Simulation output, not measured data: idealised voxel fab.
The process module that follows is named voxel self aligned vias.
It is cross-section cut that appears here, measuring 240 nm in width, its square cells being 5 nm in size.
Cross-section spec: square-cell grid; bands listed top down; each band is one or more rows. Per band: top height and bottom height in nm, followed by the left-to-right materials and their widths in nm; "everywhere" marks a single material spanning edge to edge, "air" marks empty space. Heights are measured from 0, the level below which the as-received wafer is all one material; the lowest band has no bottom and continues downward, written as in "0 down". It should be noted that a width expressed as "30->40" varies in equal increments from row to row of cells within the band, taking the value of the first number at the top row and that of the second number at the bottom row. "nothing altered" for a step: no cell of the cross-section changed in that step. "Closed cavities" specifies each empty space that is not open to the top and that occupies no fewer than 8 cells, using the form width x height at distance, the distance measured from the left edge and all three quantities in nm. Post-settings text on a step line: simulator's own remark regarding the step. Steps that use a mask can have "overlay nm" on their line. It says how far the mask sat to the right of where it was meant to be. Negative means to the left. Before/after cross-section pairs, one process step each; after shown to lowest changed band; step and settings beneath. Pairs may be from different runs of this module on the same starting wafer; a pair continues from the one above only where its "Cross-section, before" entry says so.

[Cross-section, before]
> 70 to 55  aC everywhere
> 55 to 35  SiO2 everywhere
> 35 to 25  SiO2 75 nm, then SiN 25 nm, then SiO2 35 nm, then SiN 25 nm, then SiO2 80 nm
> 25 to 20  SiO2 75 nm, then TiN 5 nm, then W 15 nm, then TiN 5 nm, then SiO2 35 nm, then TiN 5 nm, then W 15 nm, then TiN 5 nm, then SiO2 80 nm
> 20 to 15  SiO2 75 nm, then TiN 25 nm, then SiO2 35 nm, then TiN 25 nm, then SiO2 80 nm
> 15 to 10  SiCN everywhere
> 10 to 0  SiO2 everywhere
> 0 down  Si everywhere
> Closed cavities: none

[Cross-Section After Step]
> 105 to 70  resist 75 nm, then air 25 nm, then resist 140 nm
> Below a height of 70, the structure has not been altered.
> Closed cavities: none
Operation between the pre and post cross-sections above: PATTERN (tone open; mask id VIAS; material resist; width nm 25; thk nm 35; overlay nm 0)

Cross-section, before: as shown after the step in the preceding pair, directly above.

[Cross-Section After Step]
> 90 to 70  resist 75 nm, then air 25 nm, then resist 140 nm
> 70 to 55  aC 75 nm, then air 25 nm, then aC 140 nm
> Below a height of 55, the structure has not been altered.
> Closed cavities: none
Operation between the pre and post cross-sections above: DIRECTIONAL_ETCH (etch materials aC; depth nm 15)

Cross-section, before: as shown after the step in the preceding pair, directly above.

[Cross-Section After Step]
> 70 to 55  aC 75 nm, then air 25 nm, then aC 140 nm
> Below a height of 55, the structure has not been altered.
> Closed cavities: none
Operation between the pre and post cross-sections above: STRIP (etch materials resist)

Cross-section, before: as shown after the step in the preceding pair, directly above.

[Cross-Section After Step]
> 70 to 55  aC 75 nm, then air 25 nm, then aC 140 nm
> 55 to 35  SiO2 75 nm, then air 25 nm, then SiO2 140 nm
> Below a height of 35, the structure has not been altered.
> Closed cavities: none
Operation between the pre and post cross-sections above: DIRECTIONAL_ETCH (etch materials SiO2; depth nm 20)

Cross-section, before: as shown after the step in the preceding pair, directly above.

[Cross-Section After Step]
> 70 to 55  aC 75 nm, then air 25 nm, then aC 140 nm
> 55 to 35  SiO2 75 nm, then air 25 nm, then SiO2 140 nm
> 35 to 25  SiO2 75 nm, then air 25 nm, then SiO2 35 nm, then SiN 25 nm, then SiO2 80 nm
> Below a height of 25, the structure has not been altered.
> Closed cavities: none
Operation between the pre and post cross-sections above: DIRECTIONAL_ETCH (etch materials SiN; depth nm 10)

Cross-section, before: as shown after the step in the preceding pair, directly above.

[Cross-Section After Step]
> 55 to 35  SiO2 75 nm, then air 25 nm, then SiO2 140 nm
> Below a height of 35, the structure has not been altered.
> Closed cavities: none
Operation between the pre and post cross-sections above: STRIP (etch materials aC)

Cross-section, before: as shown after the step in the preceding pair, directly above.

[Cross-Section After Step]
> 60 to 55  TiN 80 nm, then air 15 nm, then TiN 145 nm
> 55 to 35  SiO2 75 nm, then TiN 5 nm, then air 15 nm, then TiN 5 nm, then SiO2 140 nm
> 35 to 30  SiO2 75 nm, then TiN 5 nm, then air 15 nm, then TiN 5 nm, then SiO2 35 nm, then SiN 25 nm, then SiO2 80 nm
> 30 to 25  SiO2 75 nm, then TiN 25 nm, then SiO2 35 nm, then SiN 25 nm, then SiO2 80 nm
> Below a height of 25, the structure has not been altered.
> Closed cavities: none
Operation between the pre and post cross-sections above: CONFORMAL_DEP (material TiN; thk nm 5)

Cross-section, before: as shown after the step in the preceding pair, directly above.

[Cross-Section After Step]
> 70 to 60  Ru everywhere
> 60 to 55  TiN 80 nm, then Ru 15 nm, then TiN 145 nm
> 55 to 35  SiO2 75 nm, then TiN 5 nm, then Ru 15 nm, then TiN 5 nm, then SiO2 140 nm
> 35 to 30  SiO2 75 nm, then TiN 5 nm, then Ru 15 nm, then TiN 5 nm, then SiO2 35 nm, then SiN 25 nm, then SiO2 80 nm
> Below a height of 30, the structure has not been altered.
> Closed cavities: none
Operation between the pre and post cross-sections above: FILL_DEP (material Ru; thk nm 10)

Cross-section, before: as shown after the step in the preceding pair, directly above.

[Cross-Section After Step]
> 55 to 35  SiO2 75 nm, then TiN 5 nm, then Ru 15 nm, then TiN 5 nm, then SiO2 140 nm
> Below a height of 35, the structure has not been altered.
> Closed cavities: none
Operation between the pre and post cross-sections above: CMP (height nm 55)

Cross-section, before: as shown after the step in the preceding pair, directly above.

[Cross-Section After Step]
> 60 to 55  SiN everywhere
> Below a height of 55, the structure has not been altered.
> Closed cavities: none
Operation between the pre and post cross-sections above: CONFORMAL_DEP (material SiN; thk nm 5)

[Cross-section, before]
> 35 to 15  SiO2 everywhere
> 15 to 10  SiCN everywhere
> 10 to 0  SiO2 everywhere
> 0 down  Si everywhere
> Closed cavities: none

[Cross-Section After Step]
> 55 to 35  resist 65 nm, then air 25 nm, then resist 35 nm, then air 25 nm, then resist 90 nm
> Below a height of 35, the structure has not been altered.
> Closed cavities: none
Operation between the pre and post cross-sections above: PATTERN (tone open; mask id LINES; material resist; width nm 25; pitch nm 60; thk nm 20; overlay nm -10)

Cross-section, before: as shown after the step in the preceding pair, directly above.

[Cross-Section After Step]
> 55 to 35  resist 65 nm, then air 25 nm, then resist 35 nm, then air 25 nm, then resist 90 nm
> 35 to 15  SiO2 65 nm, then air 25 nm, then SiO2 35 nm, then air 25 nm, then SiO2 90 nm
> Below a height of 15, the structure has not been altered.
> Closed cavities: none
Operation between the pre and post cross-sections above: DIRECTIONAL_ETCH (etch materials SiO2; depth nm 20)

Cross-section, before: as shown after the step in the preceding pair, directly above.

[Cross-Section After Step]
> 35 to 15  SiO2 65 nm, then air 25 nm, then SiO2 35 nm, then air 25 nm, then SiO2 90 nm
> Below a height of 15, the structure has not been altered.
> Closed cavities: none
Operation between the pre and post cross-sections above: STRIP (etch materials resist)

Cross-section, before: as shown after the step in the preceding pair, directly above.

[Cross-Section After Step]
> 40 to 35  TiN 70 nm, then air 15 nm, then TiN 45 nm, then air 15 nm, then TiN 95 nm
> 35 to 20  SiO2 65 nm, then TiN 5 nm, then air 15 nm, then TiN 5 nm, then SiO2 35 nm, then TiN 5 nm, then air 15 nm, then TiN 5 nm, then SiO2 90 nm
> 20 to 15  SiO2 65 nm, then TiN 25 nm, then SiO2 35 nm, then TiN 25 nm, then SiO2 90 nm
> Below a height of 15, the structure has not been altered.
> Closed cavities: none
Operation between the pre and post cross-sections above: CONFORMAL_DEP (material TiN; thk nm 5)

Cross-section, before: as shown after the step in the preceding pair, directly above.

[Cross-Section After Step]
> 50 to 40  W everywhere
> 40 to 35  TiN 70 nm, then W 15 nm, then TiN 45 nm, then W 15 nm, then TiN 95 nm
> 35 to 20  SiO2 65 nm, then TiN 5 nm, then W 15 nm, then TiN 5 nm, then SiO2 35 nm, then TiN 5 nm, then W 15 nm, then TiN 5 nm, then SiO2 90 nm
> Below a height of 20, the structure has not been altered.
> Closed cavities: none
Operation between the pre and post cross-sections above: FILL_DEP (material W; thk nm 10)

Cross-section, before: as shown after the step in the preceding pair, directly above.

[Cross-Section After Step]
> 35 to 20  SiO2 65 nm, then TiN 5 nm, then W 15 nm, then TiN 5 nm, then SiO2 35 nm, then TiN 5 nm, then W 15 nm, then TiN 5 nm, then SiO2 90 nm
> Below a height of 20, the structure has not been altered.
> Closed cavities: none
Operation between the pre and post cross-sections above: CMP (height nm 35)

Cross-section, before: as shown after the step in the preceding pair, directly above.

[Cross-Section After Step]
> 35 to 25  SiO2 65 nm, then air 25 nm, then SiO2 35 nm, then air 25 nm, then SiO2 90 nm
> Below a height of 25, the structure has not been altered.
> Closed cavities: none
Operation between the pre and post cross-sections above: SELECTIVE_ETCH (etch materials W Ru TiN; depth nm 10)

Cross-section, before: as shown after the step in the preceding pair, directly above.

[Cross-Section After Step]
> 45 to 35  SiN everywhere
> 35 to 25  SiO2 65 nm, then SiN 25 nm, then SiO2 35 nm, then SiN 25 nm, then SiO2 90 nm
> Below a height of 25, the structure has not been altered.
> Closed cavities: none
Operation between the pre and post cross-sections above: FILL_DEP (material SiN; thk nm 10)

Cross-section, before: as shown after the step in the preceding pair, directly above.

[Cross-Section After Step]
> 35 to 25  SiO2 65 nm, then SiN 25 nm, then SiO2 35 nm, then SiN 25 nm, then SiO2 90 nm
> Below a height of 25, the structure has not been altered.
> Closed cavities: none
Operation between the pre and post cross-sections above: CMP (height nm 35)

Cross-section, before: as shown after the step in the preceding pair, directly above.

[Cross-Section After Step]
> 55 to 35  SiO2 everywhere
> Below a height of 35, the structure has not been altered.
> Closed cavities: none
Operation between the pre and post cross-sections above: DIRECTIONAL_DEP (material SiO2; thk nm 20)

Cross-section, before: as shown after the step in the preceding pair, directly above.

[Cross-Section After Step]
> 70 to 55  aC everywhere
> Below a height of 55, the structure has not been altered.
> Closed cavities: none
Operation between the pre and post cross-sections above: DIRECTIONAL_DEP (material aC; thk nm 15)

Cross-section, before: as shown after the step in the preceding pair, directly above.

[Cross-Section After Step]
> 105 to 70  resist 70 nm, then air 35 nm, then resist 135 nm
> Below a height of 70, the structure has not been altered.
> Closed cavities: none
Operation between the pre and post cross-sections above: PATTERN (tone open; mask id VIAS; material resist; width nm 35; thk nm 35; overlay nm 0)

Cross-section, before: as shown after the step in the preceding pair, directly above.

[Cross-Section After Step]
> 90 to 70  resist 70 nm, then air 35 nm, then resist 135 nm
> 70 to 55  aC 70 nm, then air 35 nm, then aC 135 nm
> Below a height of 55, the structure has not been altered.
> Closed cavities: none
Operation between the pre and post cross-sections above: DIRECTIONAL_ETCH (etch materials aC; depth nm 15)

Cross-section, before: as shown after the step in the preceding pair, directly above.

[Cross-Section After Step]
> 70 to 55  aC 70 nm, then air 35 nm, then aC 135 nm
> Below a height of 55, the structure has not been altered.
> Closed cavities: none
Operation between the pre and post cross-sections above: STRIP (etch materials resist)

Cross-section, before: as shown after the step in the preceding pair, directly above.

[Cross-Section After Step]
> 70 to 55  aC 70 nm, then air 35 nm, then aC 135 nm
> 55 to 35  SiO2 70 nm, then air 35 nm, then SiO2 135 nm
> Below a height of 35, the structure has not been altered.
> Closed cavities: none
Operation between the pre and post cross-sections above: DIRECTIONAL_ETCH (etch materials SiO2; depth nm 20)

Cross-section, before: as shown after the step in the preceding pair, directly above.

[Cross-Section After Step]
> 70 to 55  aC 70 nm, then air 35 nm, then aC 135 nm
> 55 to 35  SiO2 70 nm, then air 35 nm, then SiO2 135 nm
> 35 to 25  SiO2 65 nm, then SiN 5 nm, then air 20 nm, then SiO2 35 nm, then SiN 25 nm, then SiO2 90 nm
> Below a height of 25, the structure has not been altered.
> Closed cavities: none
Operation between the pre and post cross-sections above: DIRECTIONAL_ETCH (etch materials SiN; depth nm 10)

Cross-section, before: as shown after the step in the preceding pair, directly above.

[Cross-Section After Step]
> 55 to 35  SiO2 70 nm, then air 35 nm, then SiO2 135 nm
> Below a height of 35, the structure has not been altered.
> Closed cavities: none
Operation between the pre and post cross-sections above: STRIP (etch materials aC)

Cross-section, before: as shown after the step in the preceding pair, directly above.

[Cross-Section After Step]
> 60 to 55  TiN 75 nm, then air 25 nm, then TiN 140 nm
> 55 to 40  SiO2 70 nm, then TiN 5 nm, then air 25 nm, then TiN 5 nm, then SiO2 135 nm
> 40 to 35  SiO2 70 nm, then TiN 5 nm, then air 10 nm, then TiN 20 nm, then SiO2 135 nm
> 35 to 30  SiO2 65 nm, then SiN 5 nm, then TiN 5 nm, then air 10 nm, then TiN 5 nm, then SiO2 35 nm, then SiN 25 nm, then SiO2 90 nm
> 30 to 25  SiO2 65 nm, then SiN 5 nm, then TiN 20 nm, then SiO2 35 nm, then SiN 25 nm, then SiO2 90 nm
> Below a height of 25, the structure has not been altered.
> Closed cavities: none
Operation between the pre and post cross-sections above: CONFORMAL_DEP (material TiN; thk nm 5)

Cross-section, before: as shown after the step in the preceding pair, directly above.

[Cross-Section After Step]
> 70 to 60  Ru everywhere
> 60 to 55  TiN 75 nm, then Ru 25 nm, then TiN 140 nm
> 55 to 40  SiO2 70 nm, then TiN 5 nm, then Ru 25 nm, then TiN 5 nm, then SiO2 135 nm
> 40 to 35  SiO2 70 nm, then TiN 5 nm, then Ru 10 nm, then TiN 20 nm, then SiO2 135 nm
> 35 to 30  SiO2 65 nm, then SiN 5 nm, then TiN 5 nm, then Ru 10 nm, then TiN 5 nm, then SiO2 35 nm, then SiN 25 nm, then SiO2 90 nm
> Below a height of 30, the structure has not been altered.
> Closed cavities: none
Operation between the pre and post cross-sections above: FILL_DEP (material Ru; thk nm 10)

Cross-section, before: as shown after the step in the preceding pair, directly above.

[Cross-Section After Step]
> 55 to 40  SiO2 70 nm, then TiN 5 nm, then Ru 25 nm, then TiN 5 nm, then SiO2 135 nm
> Below a height of 40, the structure has not been altered.
> Closed cavities: none
Operation between the pre and post cross-sections above: CMP (height nm 55)

Cross-section, before: as shown after the step in the preceding pair, directly above.

[Cross-Section After Step]
> 60 to 55  SiN everywhere
> Below a height of 55, the structure has not been altered.
> Closed cavities: none
Operation between the pre and post cross-sections above: CONFORMAL_DEP (material SiN; thk nm 5)

[Cross-section, before]
> 35 to 25  SiO2 75 nm, then air 25 nm, then SiO2 35 nm, then air 25 nm, then SiO2 80 nm
> 25 to 20  SiO2 75 nm, then TiN 5 nm, then W 15 nm, then TiN 5 nm, then SiO2 35 nm, then TiN 5 nm, then W 15 nm, then TiN 5 nm, then SiO2 80 nm
> 20 to 15  SiO2 75 nm, then TiN 25 nm, then SiO2 35 nm, then TiN 25 nm, then SiO2 80 nm
> 15 to 10  SiCN everywhere
> 10 to 0  SiO2 everywhere
> 0 down  Si everywhere
> Closed cavities: none

[Cross-Section After Step]
> 45 to 35  W everywhere
> 35 to 25  SiO2 75 nm, then W 25 nm, then SiO2 35 nm, then W 25 nm, then SiO2 80 nm
> Below a height of 25, the structure has not been altered.
> Closed cavities: none
Operation between the pre and post cross-sections above: FILL_DEP (material W; thk nm 10)

Cross-section, before: as shown after the step in the preceding pair, directly above.

[Cross-Section After Step]
> 35 to 25  SiO2 75 nm, then W 25 nm, then SiO2 35 nm, then W 25 nm, then SiO2 80 nm
> Below a height of 25, the structure has not been altered.
> Closed cavities: none
Operation between the pre and post cross-sections above: CMP (height nm 35)

Cross-section, before: as shown after the step in the preceding pair, directly above.

[Cross-Section After Step]
> 55 to 35  SiO2 everywhere
> Below a height of 35, the structure has not been altered.
> Closed cavities: none
Operation between the pre and post cross-sections above: DIRECTIONAL_DEP (material SiO2; thk nm 20)

Cross-section, before: as shown after the step in the preceding pair, directly above.

[Cross-Section After Step]
> 70 to 55  aC everywhere
> Below a height of 55, the structure has not been altered.
> Closed cavities: none
Operation between the pre and post cross-sections above: DIRECTIONAL_DEP (material aC; thk nm 15)

Cross-section, before: as shown after the step in the preceding pair, directly above.

[Cross-Section After Step]
> 105 to 70  resist 70 nm, then air 35 nm, then resist 135 nm
> Below a height of 70, the structure has not been altered.
> Closed cavities: none
Operation between the pre and post cross-sections above: PATTERN (tone open; mask id VIAS; material resist; width nm 35; thk nm 35; overlay nm 0)

Cross-section, before: as shown after the step in the preceding pair, directly above.

[Cross-Section After Step]
> 90 to 70  resist 70 nm, then air 35 nm, then resist 135 nm
> 70 to 55  aC 70 nm, then air 35 nm, then aC 135 nm
> Below a height of 55, the structure has not been altered.
> Closed cavities: none
Operation between the pre and post cross-sections above: DIRECTIONAL_ETCH (etch materials aC; depth nm 15)

Cross-section, before: as shown after the step in the preceding pair, directly above.

[Cross-Section After Step]
> 70 to 55  aC 70 nm, then air 35 nm, then aC 135 nm
> Below a height of 55, the structure has not been altered.
> Closed cavities: none
Operation between the pre and post cross-sections above: STRIP (etch materials resist)

Cross-section, before: as shown after the step in the preceding pair, directly above.

[Cross-Section After Step]
> 70 to 55  aC 70 nm, then air 35 nm, then aC 135 nm
> 55 to 35  SiO2 70 nm, then air 35 nm, then SiO2 135 nm
> Below a height of 35, the structure has not been altered.
> Closed cavities: none
Operation between the pre and post cross-sections above: DIRECTIONAL_ETCH (etch materials SiO2; depth nm 20)

Cross-section, before: as shown after the step in the preceding pair, directly above.

[Cross-Section After Step]
> 55 to 35  SiO2 70 nm, then air 35 nm, then SiO2 135 nm
> Below a height of 35, the structure has not been altered.
> Closed cavities: none
Operation between the pre and post cross-sections above: STRIP (etch materials aC)

Cross-section, before: as shown after the step in the preceding pair, directly above.

[Cross-Section After Step]
> 60 to 55  TiN 75 nm, then air 25 nm, then TiN 140 nm
> 55 to 40  SiO2 70 nm, then TiN 5 nm, then air 25 nm, then TiN 5 nm, then SiO2 135 nm
> 40 to 35  SiO2 70 nm, then TiN 35 nm, then SiO2 135 nm
> Below a height of 35, the structure has not been altered.
> Closed cavities: none
Operation between the pre and post cross-sections above: CONFORMAL_DEP (material TiN; thk nm 5)

Cross-section, before: as shown after the step in the preceding pair, directly above.

[Cross-Section After Step]
> 70 to 60  Ru everywhere
> 60 to 55  TiN 75 nm, then Ru 25 nm, then TiN 140 nm
> 55 to 40  SiO2 70 nm, then TiN 5 nm, then Ru 25 nm, then TiN 5 nm, then SiO2 135 nm
> Below a height of 40, the structure has not been altered.
> Closed cavities: none
Operation between the pre and post cross-sections above: FILL_DEP (material Ru; thk nm 10)

Cross-section, before: as shown after the step in the preceding pair, directly above.

[Cross-Section After Step]
> 55 to 40  SiO2 70 nm, then TiN 5 nm, then Ru 25 nm, then TiN 5 nm, then SiO2 135 nm
> Below a height of 40, the structure has not been altered.
> Closed cavities: none
Operation between the pre and post cross-sections above: CMP (height nm 55)

Cross-section, before: as shown after the step in the preceding pair, directly above.

[Cross-Section After Step]
> 60 to 55  SiN everywhere
> Below a height of 55, the structure has not been altered.
> Closed cavities: none
Operation between the pre and post cross-sections above: CONFORMAL_DEP (material SiN; thk nm 5)

[Cross-section, before]
> 70 to 55  aC everywhere
> 55 to 35  SiO2 everywhere
> 35 to 25  SiO2 75 nm, then SiN 25 nm, then SiO2 35 nm, then SiN 25 nm, then SiO2 80 nm
> 25 to 20  SiO2 75 nm, then TiN 5 nm, then W 15 nm, then TiN 5 nm, then SiO2 35 nm, then TiN 5 nm, then W 15 nm, then TiN 5 nm, then SiO2 80 nm
> 20 to 15  SiO2 75 nm, then TiN 25 nm, then SiO2 35 nm, then TiN 25 nm, then SiO2 80 nm
> 15 to 10  SiCN everywhere
> 10 to 0  SiO2 everywhere
> 0 down  Si everywhere
> Closed cavities: none

[Cross-Section After Step]
> 105 to 70  air 70 nm, then resist 35 nm, then air 135 nm
> Below a height of 70, the structure has not been altered.
> Closed cavities: none
Operation between the pre and post cross-sections above: PATTERN (tone cover; mask id VIAS; material resist; width nm 35; thk nm 35; overlay nm 0)

Cross-section, before: as shown after the step in the preceding pair, directly above.

[Cross-Section After Step]
> 90 to 70  air 70 nm, then resist 35 nm, then air 135 nm
> 70 to 55  air 70 nm, then aC 35 nm, then air 135 nm
> Below a height of 55, the structure has not been altered.
> Closed cavities: none
Operation between the pre and post cross-sections above: DIRECTIONAL_ETCH (etch materials aC; depth nm 15)

Cross-section, before: as shown after the step in the preceding pair, directly above.

[Cross-Section After Step]
> 70 to 55  air 70 nm, then aC 35 nm, then air 135 nm
> Below a height of 55, the structure has not been altered.
> Closed cavities: none
Operation between the pre and post cross-sections above: STRIP (etch materials resist)

Cross-section, before: as shown after the step in the preceding pair, directly above.

[Cross-Section After Step]
> 70 to 55  air 70 nm, then aC 35 nm, then air 135 nm
> 55 to 35  air 70 nm, then SiO2 35 nm, then air 135 nm
> Below a height of 35, the structure has not been altered.
> Closed cavities: none
Operation between the pre and post cross-sections above: DIRECTIONAL_ETCH (etch materials SiO2; depth nm 20)

Cross-section, before: as shown after the step in the preceding pair, directly above.

[Cross-Section After Step]
> 70 to 55  air 70 nm, then aC 35 nm, then air 135 nm
> 55 to 35  air 70 nm, then SiO2 35 nm, then air 135 nm
> 35 to 25  SiO2 75 nm, then SiN 25 nm, then SiO2 35 nm, then air 25 nm, then SiO2 80 nm
> Below a height of 25, the structure has not been altered.
> Closed cavities: none
Operation between the pre and post cross-sections above: DIRECTIONAL_ETCH (etch materials SiN; depth nm 10)

Cross-section, before: as shown after the step in the preceding pair, directly above.

[Cross-Section After Step]
> 55 to 35  air 70 nm, then SiO2 35 nm, then air 135 nm
> Below a height of 35, the structure has not been altered.
> Closed cavities: none
Operation between the pre and post cross-sections above: STRIP (etch materials aC)

Cross-section, before: as shown after the step in the preceding pair, directly above.

[Cross-Section After Step]
> 60 to 55  air 65 nm, then TiN 45 nm, then air 130 nm
> 55 to 40  air 65 nm, then TiN 5 nm, then SiO2 35 nm, then TiN 5 nm, then air 130 nm
> 40 to 35  TiN 70 nm, then SiO2 35 nm, then TiN 35 nm, then air 15 nm, then TiN 85 nm
> 35 to 30  SiO2 75 nm, then SiN 25 nm, then SiO2 35 nm, then TiN 5 nm, then air 15 nm, then TiN 5 nm, then SiO2 80 nm
> 30 to 25  SiO2 75 nm, then SiN 25 nm, then SiO2 35 nm, then TiN 25 nm, then SiO2 80 nm
> Below a height of 25, the structure has not been altered.
> Closed cavities: none
Operation between the pre and post cross-sections above: CONFORMAL_DEP (material TiN; thk nm 5)

Cross-section, before: as shown after the step in the preceding pair, directly above.

[Cross-Section After Step]
> 70 to 60  Ru everywhere
> 60 to 55  Ru 65 nm, then TiN 45 nm, then Ru 130 nm
> 55 to 40  Ru 65 nm, then TiN 5 nm, then SiO2 35 nm, then TiN 5 nm, then Ru 130 nm
> 40 to 35  TiN 70 nm, then SiO2 35 nm, then TiN 35 nm, then Ru 15 nm, then TiN 85 nm
> 35 to 30  SiO2 75 nm, then SiN 25 nm, then SiO2 35 nm, then TiN 5 nm, then Ru 15 nm, then TiN 5 nm, then SiO2 80 nm
> Below a height of 30, the structure has not been altered.
> Closed cavities: none
Operation between the pre and post cross-sections above: FILL_DEP (material Ru; thk nm 10)

Cross-section, before: as shown after the step in the preceding pair, directly above.

[Cross-Section After Step]
> 55 to 40  Ru 65 nm, then TiN 5 nm, then SiO2 35 nm, then TiN 5 nm, then Ru 130 nm
> Below a height of 40, the structure has not been altered.
> Closed cavities: none
Operation between the pre and post cross-sections above: CMP (height nm 55)

Cross-section, before: as shown after the step in the preceding pair, directly above.

[Cross-Section After Step]
> 60 to 55  SiN everywhere
> Below a height of 55, the structure has not been altered.
> Closed cavities: none
Operation between the pre and post cross-sections above: CONFORMAL_DEP (material SiN; thk nm 5)
